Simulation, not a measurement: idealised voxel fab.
process module | voxel capacitor over wiring
cross-section cut | 195 nm wide | cells 5 nm
A cross-section is a grid of square cells, given in bands from the top down. A band is one or more rows of cells.
Each band's line starts with the height of the band's top and of its bottom, in nm. Then come its materials from left to right, each with its width in nm. One material with "throughout" fills the band from edge to edge. "air" is empty space.
Height 0 is the level under which the wafer as received is all one material. The lowest band goes on downwards, as in "0 down".
A width such as "30 to 40" changes by the same amount from each row of cells to the next, from the band's top row to its bottom row.
"no change" after a step means that no cell of the cross-section changed.
closed voids: empty space of 8 cells or more with no open way to the top, each as width x height at its distance from the left edge, in nm
after a step's settings: what the simulator itself notes on the step
overlay nm, on a step with a mask: how far to the right of its planned place the mask lay; to the left if negative
plan
1 op RECEIVE | material Si
2 op CONFORMAL_DEP | material SiO2 | thk nm 15
3 op DIRECTIONAL_DEP | material TiN | thk nm 5
4 op DIRECTIONAL_DEP | material W | thk nm 25
5 op MASKED_ETCH | tone cover | mask id METAL_1 | width nm 25 | pitch nm 80 | etch materials W | depth nm 25 | overlay nm 0
6 op MASKED_ETCH | tone cover | mask id METAL_1 | width nm 25 | pitch nm 80 | etch materials TiN | depth nm 5 | overlay nm 0
7 op FILL_DEP | material SiO2 | thk nm 10
8 op CMP | height nm 45
9 op CONFORMAL_DEP | material SiCN | thk nm 5
10 op DIRECTIONAL_DEP | material SiO2 | thk nm 20
11 op PATTERN | tone open | mask id PLUG_1 | material resist | width nm 15 | thk nm 20 | overlay nm 0
12 op DIRECTIONAL_ETCH | etch materials SiO2 | depth nm 20
13 op DIRECTIONAL_ETCH | etch materials SiCN | depth nm 5
14 op STRIP | etch materials resist
15 op EPI | material Ru | thk nm 10
16 op EPI | material Ru | thk nm 10
17 op EPI | material Ru | thk nm 5
18 op DIRECTIONAL_DEP | material TiN | thk nm 10
19 op DIRECTIONAL_DEP | material Al2O3 | thk nm 5
20 op DIRECTIONAL_DEP | material TiN | thk nm 5
21 op PATTERN | tone cover | mask id UPPER_PLATE | material resist | width nm 60 | thk nm 15 | overlay nm 0
22 op DIRECTIONAL_ETCH | etch materials TiN | depth nm 5
23 op DIRECTIONAL_ETCH | etch materials Al2O3 | depth nm 5
24 op STRIP | etch materials resist
25 op MASKED_ETCH | tone cover | mask id LOWER_PLATE | width nm 70 | etch materials TiN | depth nm 10 | overlay nm 0
26 op FILL_DEP | material SiO2 | thk nm 15
27 op CMP | height nm 100
28 op PATTERN | tone open | mask id PLUG_2 | material resist | width nm 15 | thk nm 15 | overlay nm 0
29 op DIRECTIONAL_ETCH | etch materials SiO2 | depth nm 10
30 op STRIP | etch materials resist
31 op CONFORMAL_DEP | material TiN | thk nm 5
32 op FILL_DEP | material Ru | thk nm 10
33 op CMP | height nm 100
34 op CONFORMAL_DEP | material SiCN | thk nm 5
first wafer, as planned
as received, after step 1
  0 down: Si throughout
  closed voids: none
after step 2
  15 to 0: SiO2 throughout
  below 0: unchanged
after step 3
  20 to 15: TiN throughout
  below 15: unchanged
after step 4
  45 to 20: W throughout
  below 20: unchanged
after step 5
  45 to 20: air 45 | W 25 | air 55 | W 25 | air 45
  below 20: unchanged
after step 6
  45 to 20: air 45 | W 25 | air 55 | W 25 | air 45
  20 to 15: air 45 | TiN 25 | air 55 | TiN 25 | air 45
  below 15: unchanged
after step 7
  55 to 45: SiO2 throughout
  45 to 20: SiO2 45 | W 25 | SiO2 55 | W 25 | SiO2 45
  20 to 15: SiO2 45 | TiN 25 | SiO2 55 | TiN 25 | SiO2 45
  below 15: unchanged
after step 8
  45 to 20: SiO2 45 | W 25 | SiO2 55 | W 25 | SiO2 45
  below 20: unchanged
after step 9
  50 to 45: SiCN throughout
  below 45: unchanged
after step 10
  70 to 50: SiO2 throughout
  below 50: unchanged
after step 11
  90 to 70: resist 55 | air 15 | resist 125
  below 70: unchanged
after step 12
  90 to 70: resist 55 | air 15 | resist 125
  70 to 50: SiO2 55 | air 15 | SiO2 125
  below 50: unchanged
after step 13
  90 to 70: resist 55 | air 15 | resist 125
  70 to 50: SiO2 55 | air 15 | SiO2 125
  50 to 45: SiCN 55 | air 15 | SiCN 125
  below 45: unchanged
after step 14
  70 to 50: SiO2 55 | air 15 | SiO2 125
  below 50: unchanged
after step 15
  70 to 55: SiO2 55 | air 15 | SiO2 125
  55 to 50: SiO2 55 | Ru 15 | SiO2 125
  50 to 45: SiCN 55 | Ru 15 | SiCN 125
  below 45: unchanged
after step 16
  70 to 65: SiO2 55 | air 15 | SiO2 125
  65 to 50: SiO2 55 | Ru 15 | SiO2 125
  below 50: unchanged
after step 17
  70 to 50: SiO2 55 | Ru 15 | SiO2 125
  below 50: unchanged
after step 18
  80 to 70: TiN throughout
  below 70: unchanged
after step 19
  85 to 80: Al2O3 throughout
  below 80: unchanged
after step 20
  90 to 85: TiN throughout
  below 85: unchanged
after step 21
  105 to 90: air 55 | resist 60 | air 80
  below 90: unchanged
after step 22
  105 to 90: air 55 | resist 60 | air 80
  90 to 85: air 55 | TiN 60 | air 80
  below 85: unchanged
after step 23
  105 to 90: air 55 | resist 60 | air 80
  90 to 85: air 55 | TiN 60 | air 80
  85 to 80: air 55 | Al2O3 60 | air 80
  below 80: unchanged
after step 24
  90 to 85: air 55 | TiN 60 | air 80
  below 85: unchanged
after step 25
  90 to 85: air 55 | TiN 60 | air 80
  85 to 80: air 55 | Al2O3 60 | air 80
  80 to 70: air 50 | TiN 70 | air 75
  below 70: unchanged
after step 26
  105 to 90: SiO2 throughout
  90 to 85: SiO2 55 | TiN 60 | SiO2 80
  85 to 80: SiO2 55 | Al2O3 60 | SiO2 80
  80 to 70: SiO2 50 | TiN 70 | SiO2 75
  below 70: unchanged
after step 27
  100 to 90: SiO2 throughout
  below 90: unchanged
after step 28
  115 to 100: resist 65 | air 15 | resist 115
  below 100: unchanged
after step 29
  115 to 100: resist 65 | air 15 | resist 115
  100 to 90: SiO2 65 | air 15 | SiO2 115
  below 90: unchanged
after step 30
  100 to 90: SiO2 65 | air 15 | SiO2 115
  below 90: unchanged
after step 31
  105 to 100: TiN 70 | air 5 | TiN 120
  100 to 95: SiO2 65 | TiN 5 | air 5 | TiN 5 | SiO2 115
  95 to 85: SiO2 65 to 55 | TiN 15 to 60 | SiO2 115 to 80
  below 85: unchanged
after step 32
  115 to 105: Ru throughout
  105 to 100: TiN 70 | Ru 5 | TiN 120
  100 to 95: SiO2 65 | TiN 5 | Ru 5 | TiN 5 | SiO2 115
  below 95: unchanged
after step 33
  100 to 95: SiO2 65 | TiN 5 | Ru 5 | TiN 5 | SiO2 115
  below 95: unchanged
after step 34
  105 to 100: SiCN throughout
  below 100: unchanged
second wafer: like start, like plan, one mistake. Through step 6 it matches the first wafer
when step 7 should have ended
  55 to 45: SiCN throughout
  45 to 20: SiCN 45 | W 25 | SiCN 55 | W 25 | SiCN 45
  20 to 15: SiCN 45 | TiN 25 | SiCN 55 | TiN 25 | SiCN 45
  below 15: unchanged
when step 8 should have ended
  45 to 20: SiCN 45 | W 25 | SiCN 55 | W 25 | SiCN 45
  below 20: unchanged
when step 9 should have ended
  50 to 45: SiCN throughout
  below 45: unchanged
when step 10 should have ended
  70 to 50: SiO2 throughout
  below 50: unchanged
when step 11 should have ended
  90 to 70: resist 55 | air 15 | resist 125
  below 70: unchanged
when step 12 should have ended
  90 to 70: resist 55 | air 15 | resist 125
  70 to 50: SiO2 55 | air 15 | SiO2 125
  below 50: unchanged
when step 13 should have ended
  90 to 70: resist 55 | air 15 | resist 125
  70 to 50: SiO2 55 | air 15 | SiO2 125
  50 to 45: SiCN 55 | air 15 | SiCN 125
  below 45: unchanged
when step 14 should have ended
  70 to 50: SiO2 55 | air 15 | SiO2 125
  below 50: unchanged
when step 15 should have ended
  70 to 55: SiO2 55 | air 15 | SiO2 125
  55 to 50: SiO2 55 | Ru 15 | SiO2 125
  50 to 45: SiCN 55 | Ru 15 | SiCN 125
  below 45: unchanged
when step 16 should have ended
  70 to 65: SiO2 55 | air 15 | SiO2 125
  65 to 50: SiO2 55 | Ru 15 | SiO2 125
  below 50: unchanged
when step 17 should have ended
  70 to 50: SiO2 55 | Ru 15 | SiO2 125
  below 50: unchanged
when step 18 should have ended
  80 to 70: TiN throughout
  below 70: unchanged
when step 19 should have ended
  85 to 80: Al2O3 throughout
  below 80: unchanged
when step 20 should have ended
  90 to 85: TiN throughout
  below 85: unchanged
when step 21 should have ended
  105 to 90: air 55 | resist 60 | air 80
  below 90: unchanged
when step 22 should have ended
  105 to 90: air 55 | resist 60 | air 80
  90 to 85: air 55 | TiN 60 | air 80
  below 85: unchanged
when step 23 should have ended
  105 to 90: air 55 | resist 60 | air 80
  90 to 85: air 55 | TiN 60 | air 80
  85 to 80: air 55 | Al2O3 60 | air 80
  below 80: unchanged
when step 24 should have ended
  90 to 85: air 55 | TiN 60 | air 80
  below 85: unchanged
when step 25 should have ended
  90 to 85: air 55 | TiN 60 | air 80
  85 to 80: air 55 | Al2O3 60 | air 80
  80 to 70: air 50 | TiN 70 | air 75
  below 70: unchanged
when step 26 should have ended
  105 to 90: SiO2 throughout
  90 to 85: SiO2 55 | TiN 60 | SiO2 80
  85 to 80: SiO2 55 | Al2O3 60 | SiO2 80
  80 to 70: SiO2 50 | TiN 70 | SiO2 75
  below 70: unchanged
when step 27 should have ended
  100 to 90: SiO2 throughout
  below 90: unchanged
when step 28 should have ended
  115 to 100: resist 65 | air 15 | resist 115
  below 100: unchanged
when step 29 should have ended
  115 to 100: resist 65 | air 15 | resist 115
  100 to 90: SiO2 65 | air 15 | SiO2 115
  below 90: unchanged
when step 30 should have ended
  100 to 90: SiO2 65 | air 15 | SiO2 115
  below 90: unchanged
when step 31 should have ended
  105 to 100: TiN 70 | air 5 | TiN 120
  100 to 95: SiO2 65 | TiN 5 | air 5 | TiN 5 | SiO2 115
  95 to 85: SiO2 65 to 55 | TiN 15 to 60 | SiO2 115 to 80
  below 85: unchanged
when step 32 should have ended
  115 to 105: Ru throughout
  105 to 100: TiN 70 | Ru 5 | TiN 120
  100 to 95: SiO2 65 | TiN 5 | Ru 5 | TiN 5 | SiO2 115
  below 95: unchanged
when step 33 should have ended
  100 to 95: SiO2 65 | TiN 5 | Ru 5 | TiN 5 | SiO2 115
  below 95: unchanged
when step 34 should have ended
  105 to 100: SiCN throughout
  below 100: unchanged
what went wrong: step 7 ran as: op FILL_DEP | material SiCN | thk nm 10
at the end the second wafer has, in cells: 174 more of SiCN | 174 fewer of SiO2
